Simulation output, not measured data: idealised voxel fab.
Title: Process Module voxel capacitor over wiring
In the cross-section labelled cut, the width is 255 nm and each square cell is 5 nm.
Notation: cross-section as square-cell grid; stated in bands, top first, going down; one or more cell rows per band. Basically the band line says how high the top is and how high the bottom is, in nm, and then what's in it from left to right, every material with its width in nm. Empty space shows up as "air", and if a single material carries "full width" it runs the full band edge to edge. Height is counted from the level 0, under which the received wafer is composed throughout of one material. The lowest of the bands is not closed at the bottom but continues downward, in the notation "0 -> down". With a width like "30 to 40", each row of cells in the band differs from the next by the same amount, the top row carrying the first number and the bottom row the second. "nothing changed" -> step changed no cross-section cell. The label "Closed void table" introduces a list of the empty spaces, 8 cells or larger, that have no open way up to the top; each entry in it reads width x height at distance, where the distance is taken from the left edge and all three are stated in nm. What comes after the settings on a step's line is commentary from the simulator itself on that step. overlay nm, on a step with a mask: how far to the right of its planned place the mask lay; to the left if negative.
[Process steps - plan]
| 1 | RECEIVE with material Si |
| 2 | CONFORMAL_DEP with material SiO2, thk nm 15 |
| 3 | DIRECTIONAL_DEP with material TiN, thk nm 5 |
| 4 | DIRECTIONAL_DEP with material Ru, thk nm 15 |
| 5 | PATTERN with tone cover, mask id METAL_1, material resist, width nm 30, pitch nm 95, thk nm 15, overlay nm 0 |
| 6 | DIRECTIONAL_ETCH with etch materials Ru, depth nm 15 |
| 7 | DIRECTIONAL_ETCH with etch materials TiN, depth nm 5 |
| 8 | STRIP with etch materials resist |
| 9 | FILL_DEP with material lowk, thk nm 5 |
| 10 | CMP with height nm 35 |
| 11 | CONFORMAL_DEP with material SiCN, thk nm 5 |
| 12 | DIRECTIONAL_DEP with material SiO2, thk nm 10 |
| 13 | MASKED_ETCH with tone open, mask id PLUG_1, width nm 15, etch materials SiO2, depth nm 10, overlay nm 0 |
| 14 | MASKED_ETCH with tone open, mask id PLUG_1, width nm 15, etch materials SiCN, depth nm 5, overlay nm 0 |
| 15 | EPI with material Ru, thk nm 10 |
| 16 | EPI with material Ru, thk nm 5 |
| 17 | DIRECTIONAL_DEP with material TiN, thk nm 5 |
| 18 | DIRECTIONAL_DEP with material HfO2, thk nm 5 |
| 19 | DIRECTIONAL_DEP with material TiN, thk nm 5 |
| 20 | DIRECTIONAL_DEP with material aC, thk nm 10 |
| 21 | PATTERN with tone cover, mask id UPPER_PLATE, material resist, width nm 70, thk nm 25, overlay nm 0 |
| 22 | DIRECTIONAL_ETCH with etch materials aC, depth nm 10 |
| 23 | STRIP with etch materials resist |
| 24 | DIRECTIONAL_ETCH with etch materials TiN, depth nm 5 |
| 25 | DIRECTIONAL_ETCH with etch materials HfO2, depth nm 5 |
| 26 | STRIP with etch materials aC |
| 27 | PATTERN with tone cover, mask id LOWER_PLATE, material resist, width nm 80, thk nm 15, overlay nm 0 |
| 28 | DIRECTIONAL_ETCH with etch materials TiN, depth nm 5 |
| 29 | STRIP with etch materials resist |
| 30 | FILL_DEP with material SiO2, thk nm 15 |
| 31 | CMP with height nm 75 |
| 32 | PATTERN with tone open, mask id PLUG_2, material resist, width nm 15, thk nm 15, overlay nm 0 |
| 33 | DIRECTIONAL_ETCH with etch materials SiO2, depth nm 10 |
| 34 | STRIP with etch materials resist |
| 35 | CONFORMAL_DEP with material TiN, thk nm 5 |
| 36 | FILL_DEP with material Cu, thk nm 10 |
| 37 | CMP with height nm 75 |
| 38 | CONFORMAL_DEP with material SiCN, thk nm 5 |
[First of the two wafers, run per plan]
[Received-state cross-section, reflecting completion of step 1]
    0 -> down: Si full width
    Closed void table: none
[The wafer in cross-section once step 2 is complete]
    15 -> 0: SiO2 full width
    Nothing below the height 0 has changed.
[The wafer in cross-section once step 3 is complete]
    20 -> 15: TiN full width
    Nothing below the height 15 has changed.
[The wafer in cross-section once step 4 is complete]
    35 -> 20: Ru full width
    Nothing below the height 20 has changed.
[The wafer in cross-section once step 5 is complete]
    50 -> 35: air: 65  resist: 30  air: 65  resist: 30  air: 65
    Nothing below the height 35 has changed.
[The wafer in cross-section once step 6 is complete]
    50 -> 35: air: 65  resist: 30  air: 65  resist: 30  air: 65
    35 -> 20: air: 65  Ru: 30  air: 65  Ru: 30  air: 65
    Nothing below the height 20 has changed.
[The wafer in cross-section once step 7 is complete]
    50 -> 35: air: 65  resist: 30  air: 65  resist: 30  air: 65
    35 -> 20: air: 65  Ru: 30  air: 65  Ru: 30  air: 65
    20 -> 15: air: 65  TiN: 30  air: 65  TiN: 30  air: 65
    Nothing below the height 15 has changed.
[The wafer in cross-section once step 8 is complete]
    35 -> 20: air: 65  Ru: 30  air: 65  Ru: 30  air: 65
    Nothing below the height 20 has changed.
[The wafer in cross-section once step 9 is complete]
    40 -> 35: lowk full width
    35 -> 20: lowk: 65  Ru: 30  lowk: 65  Ru: 30  lowk: 65
    20 -> 15: lowk: 65  TiN: 30  lowk: 65  TiN: 30  lowk: 65
    Nothing below the height 15 has changed.
[The wafer in cross-section once step 10 is complete]
    35 -> 20: lowk: 65  Ru: 30  lowk: 65  Ru: 30  lowk: 65
    Nothing below the height 20 has changed.
[The wafer in cross-section once step 11 is complete]
    40 -> 35: SiCN full width
    Nothing below the height 35 has changed.
[The wafer in cross-section once step 12 is complete]
    50 -> 40: SiO2 full width
    Nothing below the height 40 has changed.
[The wafer in cross-section once step 13 is complete]
    50 -> 40: SiO2: 80  air: 15  SiO2: 160
    Nothing below the height 40 has changed.
[The wafer in cross-section once step 14 is complete]
    50 -> 40: SiO2: 80  air: 15  SiO2: 160
    40 -> 35: SiCN: 80  air: 15  SiCN: 160
    Nothing below the height 35 has changed.
[The wafer in cross-section once step 15 is complete]
    50 -> 45: SiO2: 80  air: 15  SiO2: 160
    45 -> 40: SiO2: 80  Ru: 15  SiO2: 160
    40 -> 35: SiCN: 80  Ru: 15  SiCN: 160
    Nothing below the height 35 has changed.
[The wafer in cross-section once step 16 is complete]
    50 -> 40: SiO2: 80  Ru: 15  SiO2: 160
    Nothing below the height 40 has changed.
[The wafer in cross-section once step 17 is complete]
    55 -> 50: TiN full width
    Nothing below the height 50 has changed.
[The wafer in cross-section once step 18 is complete]
    60 -> 55: HfO2 full width
    Nothing below the height 55 has changed.
[The wafer in cross-section once step 19 is complete]
    65 -> 60: TiN full width
    Nothing below the height 60 has changed.
[The wafer in cross-section once step 20 is complete]
    75 -> 65: aC full width
    Nothing below the height 65 has changed.
[The wafer in cross-section once step 21 is complete]
    100 -> 75: air: 80  resist: 70  air: 105
    Nothing below the height 75 has changed.
[The wafer in cross-section once step 22 is complete]
    90 -> 75: air: 80  resist: 70  air: 105
    75 -> 65: air: 80  aC: 70  air: 105
    Nothing below the height 65 has changed.
[The wafer in cross-section once step 23 is complete]
    75 -> 65: air: 80  aC: 70  air: 105
    Nothing below the height 65 has changed.
[The wafer in cross-section once step 24 is complete]
    75 -> 65: air: 80  aC: 70  air: 105
    65 -> 60: air: 80  TiN: 70  air: 105
    Nothing below the height 60 has changed.
[The wafer in cross-section once step 25 is complete]
    75 -> 65: air: 80  aC: 70  air: 105
    65 -> 60: air: 80  TiN: 70  air: 105
    60 -> 55: air: 80  HfO2: 70  air: 105
    Nothing below the height 55 has changed.
[The wafer in cross-section once step 26 is complete]
    65 -> 60: air: 80  TiN: 70  air: 105
    Nothing below the height 60 has changed.
[The wafer in cross-section once step 27 is complete]
    80 -> 65: air: 75  resist: 80  air: 100
    65 -> 60: air: 75  resist: 5  TiN: 70  resist: 5  air: 100
    60 -> 55: air: 75  resist: 5  HfO2: 70  resist: 5  air: 100
    Nothing below the height 55 has changed.
[The wafer in cross-section once step 28 is complete]
    80 -> 65: air: 75  resist: 80  air: 100
    65 -> 60: air: 75  resist: 5  TiN: 70  resist: 5  air: 100
    60 -> 55: air: 75  resist: 5  HfO2: 70  resist: 5  air: 100
    55 -> 50: air: 75  TiN: 80  air: 100
    Nothing below the height 50 has changed.
[The wafer in cross-section once step 29 is complete]
    65 -> 60: air: 80  TiN: 70  air: 105
    60 -> 55: air: 80  HfO2: 70  air: 105
    Nothing below the height 55 has changed.
[The wafer in cross-section once step 30 is complete]
    80 -> 65: SiO2 full width
    65 -> 60: SiO2: 80  TiN: 70  SiO2: 105
    60 -> 55: SiO2: 80  HfO2: 70  SiO2: 105
    55 -> 50: SiO2: 75  TiN: 80  SiO2: 100
    Nothing below the height 50 has changed.
[The wafer in cross-section once step 31 is complete]
    75 -> 65: SiO2 full width
    Nothing below the height 65 has changed.
[The wafer in cross-section once step 32 is complete]
    90 -> 75: resist: 90  air: 15  resist: 150
    Nothing below the height 75 has changed.
[The wafer in cross-section once step 33 is complete]
    90 -> 75: resist: 90  air: 15  resist: 150
    75 -> 65: SiO2: 90  air: 15  SiO2: 150
    Nothing below the height 65 has changed.
[The wafer in cross-section once step 34 is complete]
    75 -> 65: SiO2: 90  air: 15  SiO2: 150
    Nothing below the height 65 has changed.
[The wafer in cross-section once step 35 is complete]
    80 -> 75: TiN: 95  air: 5  TiN: 155
    75 -> 70: SiO2: 90  TiN: 5  air: 5  TiN: 5  SiO2: 150
    70 -> 60: SiO2: 90 to 80  TiN: 15 to 70  SiO2: 150 to 105
    Nothing below the height 60 has changed.
[The wafer in cross-section once step 36 is complete]
    90 -> 80: Cu full width
    80 -> 75: TiN: 95  Cu: 5  TiN: 155
    75 -> 70: SiO2: 90  TiN: 5  Cu: 5  TiN: 5  SiO2: 150
    Nothing below the height 70 has changed.
[The wafer in cross-section once step 37 is complete]
    75 -> 70: SiO2: 90  TiN: 5  Cu: 5  TiN: 5  SiO2: 150
    Nothing below the height 70 has changed.
[The wafer in cross-section once step 38 is complete]
    80 -> 75: SiCN full width
    Nothing below the height 75 has changed.
[Companion wafer, the second of two: same beginning, same intended sequence, one mistake in carrying it out; through step 31 inclusive it tracks the first exactly]
[Second wafer profile in section, at the moment step 32 of the plan was meant to be complete]
    90 -> 75: resist: 90  air: 20  resist: 145
    Nothing below the height 75 has changed.
[Second wafer profile in section, at the moment step 33 of the plan was meant to be complete]
    90 -> 75: resist: 90  air: 20  resist: 145
    75 -> 65: SiO2: 90  air: 20  SiO2: 145
    Nothing below the height 65 has changed.
[Second wafer profile in section, at the moment step 34 of the plan was meant to be complete]
    75 -> 65: SiO2: 90  air: 20  SiO2: 145
    Nothing below the height 65 has changed.
[Second wafer profile in section, at the moment step 35 of the plan was meant to be complete]
    80 -> 75: TiN: 95  air: 10  TiN: 150
    75 -> 70: SiO2: 90  TiN: 5  air: 10  TiN: 5  SiO2: 145
    70 -> 60: SiO2: 90 to 80  TiN: 20 to 70  SiO2: 145 to 105
    Nothing below the height 60 has changed.
[Second wafer profile in section, at the moment step 36 of the plan was meant to be complete]
    90 -> 80: Cu full width
    80 -> 75: TiN: 95  Cu: 10  TiN: 150
    75 -> 70: SiO2: 90  TiN: 5  Cu: 10  TiN: 5  SiO2: 145
    Nothing below the height 70 has changed.
[Second wafer profile in section, at the moment step 37 of the plan was meant to be complete]
    75 -> 70: SiO2: 90  TiN: 5  Cu: 10  TiN: 5  SiO2: 145
    Nothing below the height 70 has changed.
[Second wafer profile in section, at the moment step 38 of the plan was meant to be complete]
    80 -> 75: SiCN full width
    Nothing below the height 75 has changed.
It is concluded that the wafer was processed incorrectly with respect to the plan, in that in deviation from the planned setting, step 32 was conducted as PATTERN with tone open, mask id PLUG_2, material resist, width nm 20, thk nm 15, overlay nm 0
Final comparison by cell count, materials where the second wafer has more or fewer than the first: 1 more of Cu; 2 fewer of SiO2; 1 more of TiN
